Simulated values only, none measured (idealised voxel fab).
Module name: voxel transistor to metal (process module)
In the cross-section labelled cut, the width is 300 nm and each square cell is 5 nm.
Format of a cross-section: grid, square cells. Given as bands. Order: top down. Band: one or more rows of cells. Per band: top height and bottom height in nm, followed by the left-to-right materials and their widths in nm; "full width" marks a single material spanning edge to edge, "empty" marks empty space. Beneath 0, the wafer as received is one material, and that level is where height counting begins. The lowest band goes on downward without a bottom; it is written like "z 0 and below". A width given as "30..40" starts at the first number in the band's top row and ends at the second number in its bottom row, shifting by an equal amount at every step from row to row. "nothing changed" after a step means that no cell of the cross-section changed. "Closed void listing" lists enclosed empty spaces (at least 8 cells, no open path upward to the top), each as width x height at distance from the left edge, in nm. The remark found on a step's line after its settings is issued by the simulator itself and pertains to that step. A step line may carry the setting "overlay nm", which, for steps involving a mask, states the distance by which the mask lay to the right of its intended position; negative values denote displacement to the left.
The steps planned for the process are as follows:
1,RECEIVE [material Si]
2,OXIDIZE [depth nm 5]
3,CONFORMAL_DEP [material SiN] [thk nm 15]
4,DIRECTIONAL_DEP [material aC] [thk nm 15]
5,PATTERN [tone cover] [mask id ACTIVE] [material resist] [width nm 95] [pitch nm 125] [thk nm 35] [overlay nm 0]
6,DIRECTIONAL_ETCH [etch materials aC] [depth nm 15]
7,STRIP [etch materials resist]
8,DIRECTIONAL_ETCH [etch materials SiN] [depth nm 15]
9,DIRECTIONAL_ETCH [etch materials SiO2] [depth nm 5]
10,DIRECTIONAL_ETCH [etch materials Si] [depth nm 30]
11,STRIP [etch materials aC]
12,FILL_DEP [material SiO2] [thk nm 15]
13,CMP [height nm 15]
14,SELECTIVE_ETCH [etch materials SiO2] [depth nm 10]
15,STRIP [etch materials SiN]
16,SELECTIVE_ETCH [etch materials SiO2] [depth nm 5]
17,OXIDIZE [depth nm 5]
18,DIRECTIONAL_DEP [material polySi] [thk nm 20]
19,DIRECTIONAL_DEP [material SiCN] [thk nm 15]
20,MASKED_ETCH [tone cover] [mask id GATE] [width nm 25] [pitch nm 125] [etch materials SiCN] [depth nm 25] [overlay nm 0]
21,MASKED_ETCH [tone cover] [mask id GATE] [width nm 25] [pitch nm 125] [etch materials polySi] [depth nm 30] [overlay nm 0]
22,CONFORMAL_DEP [material SiN] [thk nm 10]
23,DIRECTIONAL_ETCH [etch materials SiN] [depth nm 10]
24,DIRECTIONAL_ETCH [etch materials SiO2] [depth nm 5]
25,EPI [material nSi] [thk nm 5]
26,FILL_DEP [material SiO2] [thk nm 5]
27,CMP [height nm 15]
28,STRIP [etch materials polySi]
29,SELECTIVE_ETCH [etch materials SiO2] [depth nm 5]
30,CONFORMAL_DEP [material HfO2] [thk nm 5]
31,CONFORMAL_DEP [material TiN] [thk nm 5]
32,FILL_DEP [material W] [thk nm 5]
33,CMP [height nm 10]
34,DIRECTIONAL_DEP [material SiO2] [thk nm 10]
35,PATTERN [tone open] [mask id CONTACT] [material resist] [width nm 15] [thk nm 20] [overlay nm 0]
36,DIRECTIONAL_ETCH [etch materials SiO2] [depth nm 25]
37,STRIP [etch materials resist]
38,CONFORMAL_DEP [material TiN] [thk nm 5]
39,FILL_DEP [material Ru] [thk nm 10]
40,CMP [height nm 20]
41,CONFORMAL_DEP [material SiCN] [thk nm 5]
42,DIRECTIONAL_DEP [material lowk] [thk nm 20]
43,DIRECTIONAL_DEP [material aC] [thk nm 10]
44,PATTERN [tone open] [mask id METAL_1] [material resist] [width nm 15] [thk nm 30] [overlay nm 0]
45,DIRECTIONAL_ETCH [etch materials aC] [depth nm 10]
46,STRIP [etch materials resist]
47,DIRECTIONAL_ETCH [etch materials lowk] [depth nm 20]
48,DIRECTIONAL_ETCH [etch materials SiCN] [depth nm 5]
49,STRIP [etch materials aC]
50,CONFORMAL_DEP [material TiN] [thk nm 5]
51,FILL_DEP [material Ru] [thk nm 10]
52,CMP [height nm 45]
53,CONFORMAL_DEP [material SiCN] [thk nm 5]
54,DIRECTIONAL_DEP [material SiO2] [thk nm 30]
55,PATTERN [tone open] [mask id METAL_2] [material resist] [width nm 15] [pitch nm 125] [thk nm 15] [overlay nm 0]
56,DIRECTIONAL_ETCH [etch materials SiO2] [depth nm 15]
57,STRIP [etch materials resist]
58,PATTERN [tone open] [mask id METAL_2_HOLES] [material resist] [width nm 15] [pitch nm 125] [thk nm 20] [overlay nm 0]
59,DIRECTIONAL_ETCH [etch materials SiO2] [depth nm 15]
60,DIRECTIONAL_ETCH [etch materials SiCN] [depth nm 5]
61,STRIP [etch materials resist]
62,CONFORMAL_DEP [material TiN] [thk nm 5]
63,FILL_DEP [material Ru] [thk nm 10]
64,CMP [height nm 80]
65,CONFORMAL_DEP [material SiN] [thk nm 5]
Split variable: width nm, step 35. Plan value = first wafer. Wafers start alike.
Here's the first of the wafers in cross-section, just as we got it, i.e. after step 1:
- z 0 and below = Si full width
- Closed void listing: none
Tabulated below, wafer by wafer, are the end-of-module results: for each material, the number of cells gained (+) or lost (-) relative to the as-received state, followed by the closed voids:
width nm 15, +26 HfO2, +44 Ru, -230 Si, +102 SiCN, +92 SiN, +642 SiO2, +132 TiN, +4 W, +192 lowk, +16 nSi, Closed void listing: none
width nm 20, +26 HfO2, +58 Ru, -230 Si, +102 SiCN, +92 SiN, +624 SiO2, +136 TiN, +4 W, +192 lowk, +16 nSi, Closed void listing: none
width nm 25, +26 HfO2, +72 Ru, -230 Si, +102 SiCN, +92 SiN, +606 SiO2, +140 TiN, +4 W, +192 lowk, +16 nSi, Closed void listing: none
width nm 30, +26 HfO2, +80 Ru, -230 Si, +102 SiCN, +92 SiN, +594 SiO2, +144 TiN, +4 W, +192 lowk, +16 nSi, Closed void listing: none
